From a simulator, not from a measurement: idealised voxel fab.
Process module under the name voxel transistor to metal
The width of the displayed cross-section, cut, is 210 nm; its cells are square, with a size of 5 nm.
Think of the cross-section as a grid of square cells. We describe it in bands, top to bottom, and each band covers one or more rows of those cells.
It is stipulated that each band's entry specify, in nanometres, the height of the top of the band and then that of its bottom, followed by the materials of the band in left-to-right sequence, each together with its width in nanometres. A single material marked by the word "all across" is understood to fill the band from edge to edge; the word "empty" is understood to denote empty space.
A quick word on heights: they are counted from 0, and under that level the wafer as it came to us is one material throughout. The lowest band is different from the rest in having no bottom; it simply continues downward, written as in "0 down".
Width spec "30..40" -> top row of cells at first value, bottom row at second value, equal per-row change in between.
Where the words "remains unaltered" appear for a step, the cross-section shows no cell changed by that step; every cell remained as before.
You'll see "Voids, fully enclosed" listing empty spaces that have no way open to the top, as long as they're 8 cells or more; the notation is width x height at distance, where the distance is from the left edge, and all of it is in nm.
after a step's settings: what the simulator itself notes on the step
overlay nm: how far to the right of its planned place the mask lay on this masked step (negative: to the left).
-- Here's what the planned process steps look like
| 1 | RECEIVE (material Si) |
| 2 | OXIDIZE (depth nm 5) |
| 3 | CONFORMAL_DEP (material SiN; thk nm 10) |
| 4 | DIRECTIONAL_DEP (material aC; thk nm 10) |
| 5 | PATTERN (tone cover; mask id ACTIVE; material resist; width nm 85; thk nm 30; overlay nm 0) |
| 6 | DIRECTIONAL_ETCH (etch materials aC; depth nm 10) |
| 7 | STRIP (etch materials resist) |
| 8 | DIRECTIONAL_ETCH (etch materials SiN; depth nm 10) |
| 9 | DIRECTIONAL_ETCH (etch materials SiO2; depth nm 5) |
| 10 | DIRECTIONAL_ETCH (etch materials Si; depth nm 25) |
| 11 | STRIP (etch materials aC) |
| 12 | OXIDIZE (depth nm 5) |
| 13 | FILL_DEP (material SiO2; thk nm 15) |
| 14 | CMP (height nm 10) |
| 15 | SELECTIVE_ETCH (etch materials SiO2; depth nm 5) |
| 16 | STRIP (etch materials SiN) |
| 17 | SELECTIVE_ETCH (etch materials SiO2; depth nm 5) |
| 18 | OXIDIZE (depth nm 5) |
| 19 | DIRECTIONAL_DEP (material polySi; thk nm 25) |
| 20 | DIRECTIONAL_DEP (material SiCN; thk nm 10) |
| 21 | DIRECTIONAL_DEP (material aC; thk nm 15) |
| 22 | PATTERN (tone cover; mask id GATE; material resist; width nm 15; thk nm 35; overlay nm 0) |
| 23 | DIRECTIONAL_ETCH (etch materials aC; depth nm 15) |
| 24 | STRIP (etch materials resist) |
| 25 | DIRECTIONAL_ETCH (etch materials SiCN; depth nm 20) |
| 26 | DIRECTIONAL_ETCH (etch materials polySi; depth nm 35) |
| 27 | STRIP (etch materials aC) |
| 28 | CONFORMAL_DEP (material SiO2; thk nm 5) |
| 29 | DIRECTIONAL_ETCH (etch materials SiO2; depth nm 5) |
| 30 | CONFORMAL_DEP (material SiN; thk nm 5) |
| 31 | DIRECTIONAL_ETCH (etch materials SiN; depth nm 5) |
| 32 | DIRECTIONAL_ETCH (etch materials SiO2; depth nm 5) |
| 33 | EPI (material pSi; thk nm 5) |
| 34 | FILL_DEP (material SiO2; thk nm 10) |
| 35 | CMP (height nm 30) |
| 36 | DIRECTIONAL_DEP (material SiO2; thk nm 15) |
| 37 | PATTERN (tone open; mask id CONTACT; material resist; width nm 25; pitch nm 50; thk nm 20; overlay nm 0) |
| 38 | DIRECTIONAL_ETCH (etch materials SiO2; depth nm 50) |
| 39 | STRIP (etch materials resist) |
| 40 | CONFORMAL_DEP (material TiN; thk nm 5) |
| 41 | FILL_DEP (material W; thk nm 5) |
| 42 | CMP (height nm 45) |
| 43 | CONFORMAL_DEP (material SiN; thk nm 5) |
| 44 | DIRECTIONAL_DEP (material lowk; thk nm 25) |
| 45 | DIRECTIONAL_DEP (material aC; thk nm 10) |
| 46 | PATTERN (tone open; mask id METAL_1; material resist; width nm 15; pitch nm 60; thk nm 25; overlay nm 0) |
| 47 | DIRECTIONAL_ETCH (etch materials aC; depth nm 10) |
| 48 | STRIP (etch materials resist) |
| 49 | DIRECTIONAL_ETCH (etch materials lowk; depth nm 25) |
| 50 | DIRECTIONAL_ETCH (etch materials SiN; depth nm 5) |
| 51 | STRIP (etch materials aC) |
| 52 | CONFORMAL_DEP (material TiN; thk nm 5) |
| 53 | FILL_DEP (material W; thk nm 10) |
| 54 | CMP (height nm 75) |
| 55 | CONFORMAL_DEP (material SiCN; thk nm 5) |
| 56 | DIRECTIONAL_DEP (material lowk; thk nm 35) |
| 57 | PATTERN (tone open; mask id METAL_2; material resist; width nm 15; pitch nm 60; thk nm 20; overlay nm 0) |
| 58 | DIRECTIONAL_ETCH (etch materials lowk; depth nm 20) |
| 59 | STRIP (etch materials resist) |
| 60 | PATTERN (tone open; mask id METAL_2_HOLES; material resist; width nm 15; pitch nm 60; thk nm 15; overlay nm 0) |
| 61 | DIRECTIONAL_ETCH (etch materials lowk; depth nm 15) |
| 62 | DIRECTIONAL_ETCH (etch materials SiCN; depth nm 5) |
| 63 | STRIP (etch materials resist) |
| 64 | CONFORMAL_DEP (material TiN; thk nm 5) |
| 65 | FILL_DEP (material Cu; thk nm 5) |
| 66 | CMP (height nm 115) |
| 67 | CONFORMAL_DEP (material SiN; thk nm 5) |
-- So this is the incoming wafer in cross-section - it's already been through step 1
0 down: Si all across
Voids, fully enclosed: none
-- Cross-sectional result after module completion. Note: starting condition and plan are unchanged from above; one processing mistake was made
120 to 115: SiN all across
115 to 85: 65 of lowk, 5 of TiN, 5 of Cu, 5 of TiN, 45 of lowk, 5 of TiN, 5 of Cu, 5 of TiN, 70 of lowk
85 to 80: 65 of lowk, 15 of TiN, 45 of lowk, 15 of TiN, 70 of lowk
80 to 75: Cu all across
75 to 50: 65 of lowk, 5 of TiN, 5 of W, 5 of TiN, 45 of lowk, 5 of TiN, 5 of W, 5 of TiN, 70 of lowk
50 to 45: 65 of SiN, 15 of TiN, 45 of SiN, 15 of TiN, 70 of SiN
45 to 35: 65 of SiO2, 5 of TiN, 15 of W, 5 of TiN, 25 of SiO2, 5 of TiN, 15 of W, 5 of TiN, 70 of SiO2
35 to 30: 65 of SiO2, 5 of TiN, 10 of W, 10 of TiN, 25 of SiO2, 10 of TiN, 10 of W, 5 of TiN, 70 of SiO2
30 to 20: 65 of SiO2, 5 of TiN, 10 of W, 5 of TiN, 5 of SiN, 5 of SiO2, 15 of SiCN, 5 of SiO2, 5 of SiN, 5 of TiN, 10 of W, 5 of TiN, 70 of SiO2
20 to 0: 65 of SiO2, 5 of TiN, 10 of W, 5 of TiN, 5 of SiN, 5 of SiO2, 15 of polySi, 5 of SiO2, 5 of SiN, 5 of TiN, 10 of W, 5 of TiN, 70 of SiO2
0 to -5: 60 of SiO2, 5 of SiN, 20 of TiN, 5 of SiN, 5 of SiO2, 15 of polySi, 5 of SiO2, 5 of SiN, 20 of TiN, 5 of SiN, 65 of SiO2
-5 to -10: 65 of SiO2, 20 of pSi, 35 of SiO2, 20 of pSi, 70 of SiO2
-10 to -35: 65 of SiO2, 75 of Si, 70 of SiO2
-35 down: Si all across
Voids, fully enclosed: none
Short version of what went wrong: so step 55 ended up running with a different setting than we planned, it ran as CONFORMAL_DEP (material Cu; thk nm 5)
